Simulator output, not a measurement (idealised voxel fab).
Name of the process module below: voxel plated lines
Cross-sectional view cut (width: 265 nm; square cell size: 5 nm).
Cross-sections here: square-cell grids, written as top-down lists of bands, a band being one or more rows of cells.
The entry gives the band's vertical extent as a top height and a bottom height in nm, then its horizontal make-up as materials from left to right, each with a width in nm. "blank" stands for empty space; a single material marked "full width" fills the band edge to edge.
Note: height 0 marks the level under which the wafer is uniformly one material as received. Lowest band unbounded below, written "0..down".
Read "30->40" as a graded width: first number on top, second number at the bottom, same change between each pair of neighbouring rows.
You'll sometimes find "same as before" written for a step, and that's the way of saying that nowhere in the cross-section did a cell change during that step.
"Entrapped voids" lists enclosed empty spaces (at least 8 cells, no open path upward to the top), each as width x height at distance from the left edge, in nm.
Where a step's line continues beyond its settings, the continuation is a remark by the simulator itself on that step.
overlay nm: step with mask; distance mask lay right of planned place; negative value = left of planned place.
## Planned process steps
1 RECEIVE,material Si
2 CONFORMAL_DEP,material SiO2,thk nm 10
3 DIRECTIONAL_DEP,material TiN,thk nm 5
4 PATTERN,tone open,mask id LINES,material resist,width nm 30,pitch nm 50,thk nm 35,overlay nm 0
5 EPI,material Ru,thk nm 10
6 EPI,material Ru,thk nm 10
7 EPI,material Ru,thk nm 10
8 STRIP,etch materials resist
9 DIRECTIONAL_ETCH,etch materials TiN,depth nm 5
10 CONFORMAL_DEP,material SiCN,thk nm 5
## Wafer, first of two, run as planned
## Cross-sectional view of the wafer in its as-received condition, corresponding to the state after step 1
	0..down = Si full width
	Entrapped voids: none
## The wafer, seen in cross-section, after step 2
	10..0 = SiO2 full width
	Below 0 it's all the same as before, nothing changed down there.
## The wafer, seen in cross-section, after step 3
	15..10 = TiN full width
	Below 10 it's all the same as before, nothing changed down there.
## The wafer, seen in cross-section, after step 4
	50..15 = resist: 40, blank: 30, resist: 20, blank: 30, resist: 20, blank: 30, resist: 20, blank: 30, resist: 45
	Below 15 it's all the same as before, nothing changed down there.
## The wafer, seen in cross-section, after step 5
	50..25 = resist: 40, blank: 30, resist: 20, blank: 30, resist: 20, blank: 30, resist: 20, blank: 30, resist: 45
	25..15 = resist: 40, Ru: 30, resist: 20, Ru: 30, resist: 20, Ru: 30, resist: 20, Ru: 30, resist: 45
	Below 15 it's all the same as before, nothing changed down there.
## The wafer, seen in cross-section, after step 6
	50..35 = resist: 40, blank: 30, resist: 20, blank: 30, resist: 20, blank: 30, resist: 20, blank: 30, resist: 45
	35..15 = resist: 40, Ru: 30, resist: 20, Ru: 30, resist: 20, Ru: 30, resist: 20, Ru: 30, resist: 45
	Below 15 it's all the same as before, nothing changed down there.
## The wafer, seen in cross-section, after step 7
	50..45 = resist: 40, blank: 30, resist: 20, blank: 30, resist: 20, blank: 30, resist: 20, blank: 30, resist: 45
	45..15 = resist: 40, Ru: 30, resist: 20, Ru: 30, resist: 20, Ru: 30, resist: 20, Ru: 30, resist: 45
	Below 15 it's all the same as before, nothing changed down there.
## The wafer, seen in cross-section, after step 8
	45..15 = blank: 40, Ru: 30, blank: 20, Ru: 30, blank: 20, Ru: 30, blank: 20, Ru: 30, blank: 45
	Below 15 it's all the same as before, nothing changed down there.
## The wafer, seen in cross-section, after step 9
	45..15 = blank: 40, Ru: 30, blank: 20, Ru: 30, blank: 20, Ru: 30, blank: 20, Ru: 30, blank: 45
	15..10 = blank: 40, TiN: 30, blank: 20, TiN: 30, blank: 20, TiN: 30, blank: 20, TiN: 30, blank: 45
	Below 10 it's all the same as before, nothing changed down there.
## The wafer, seen in cross-section, after step 10
	50..45 = blank: 35, SiCN: 40, blank: 10, SiCN: 40, blank: 10, SiCN: 40, blank: 10, SiCN: 40, blank: 40
	45..15 = blank: 35, SiCN: 5, Ru: 30, SiCN: 5, blank: 10, SiCN: 5, Ru: 30, SiCN: 5, blank: 10, SiCN: 5, Ru: 30, SiCN: 5, blank: 10, SiCN: 5, Ru: 30, SiCN: 5, blank: 40
	15..10 = SiCN: 40, TiN: 30, SiCN: 20, TiN: 30, SiCN: 20, TiN: 30, SiCN: 20, TiN: 30, SiCN: 45
	Below 10 it's all the same as before, nothing changed down there.
## Wafer two of the pair: same origin, same plan, one error during the run; identical to wafer one up to and including step 3
## Cross-section of the second wafer at the time step 4 of the plan should have ended
	50..15 = blank: 40, resist: 30, blank: 20, resist: 30, blank: 20, resist: 30, blank: 20, resist: 30, blank: 45
	Below 15 it's all the same as before, nothing changed down there.
## Cross-section of the second wafer at the time step 5 of the plan should have ended
	50..25 = blank: 40, resist: 30, blank: 20, resist: 30, blank: 20, resist: 30, blank: 20, resist: 30, blank: 45
	25..15 = Ru: 40, resist: 30, Ru: 20, resist: 30, Ru: 20, resist: 30, Ru: 20, resist: 30, Ru: 45
	Below 15 it's all the same as before, nothing changed down there.
## Cross-section of the second wafer at the time step 6 of the plan should have ended
	50..35 = blank: 40, resist: 30, blank: 20, resist: 30, blank: 20, resist: 30, blank: 20, resist: 30, blank: 45
	35..15 = Ru: 40, resist: 30, Ru: 20, resist: 30, Ru: 20, resist: 30, Ru: 20, resist: 30, Ru: 45
	Below 15 it's all the same as before, nothing changed down there.
## Cross-section of the second wafer at the time step 7 of the plan should have ended
	50..45 = blank: 40, resist: 30, blank: 20, resist: 30, blank: 20, resist: 30, blank: 20, resist: 30, blank: 45
	45..15 = Ru: 40, resist: 30, Ru: 20, resist: 30, Ru: 20, resist: 30, Ru: 20, resist: 30, Ru: 45
	Below 15 it's all the same as before, nothing changed down there.
## Cross-section of the second wafer at the time step 8 of the plan should have ended
	45..15 = Ru: 40, blank: 30, Ru: 20, blank: 30, Ru: 20, blank: 30, Ru: 20, blank: 30, Ru: 45
	Below 15 it's all the same as before, nothing changed down there.
## Cross-section of the second wafer at the time step 9 of the plan should have ended
	45..15 = Ru: 40, blank: 30, Ru: 20, blank: 30, Ru: 20, blank: 30, Ru: 20, blank: 30, Ru: 45
	15..10 = TiN: 40, blank: 30, TiN: 20, blank: 30, TiN: 20, blank: 30, TiN: 20, blank: 30, TiN: 45
	Below 10 it's all the same as before, nothing changed down there.
## Cross-section of the second wafer at the time step 10 of the plan should have ended
	50..45 = SiCN: 45, blank: 20, SiCN: 30, blank: 20, SiCN: 30, blank: 20, SiCN: 30, blank: 20, SiCN: 50
	45..15 = Ru: 40, SiCN: 5, blank: 20, SiCN: 5, Ru: 20, SiCN: 5, blank: 20, SiCN: 5, Ru: 20, SiCN: 5, blank: 20, SiCN: 5, Ru: 20, SiCN: 5, blank: 20, SiCN: 5, Ru: 45
	15..10 = TiN: 40, SiCN: 30, TiN: 20, SiCN: 30, TiN: 20, SiCN: 30, TiN: 20, SiCN: 30, TiN: 45
	Below 10 it's all the same as before, nothing changed down there.
The plan and the run diverged here: step 4 did not use the planned setting and instead ran as PATTERN,tone cover,mask id LINES,material resist,width nm 30,pitch nm 50,thk nm 35,overlay nm 0
Per the end-of-run cell counts, the second wafer holds more or fewer of some materials than the first: +30 Ru, +5 TiN
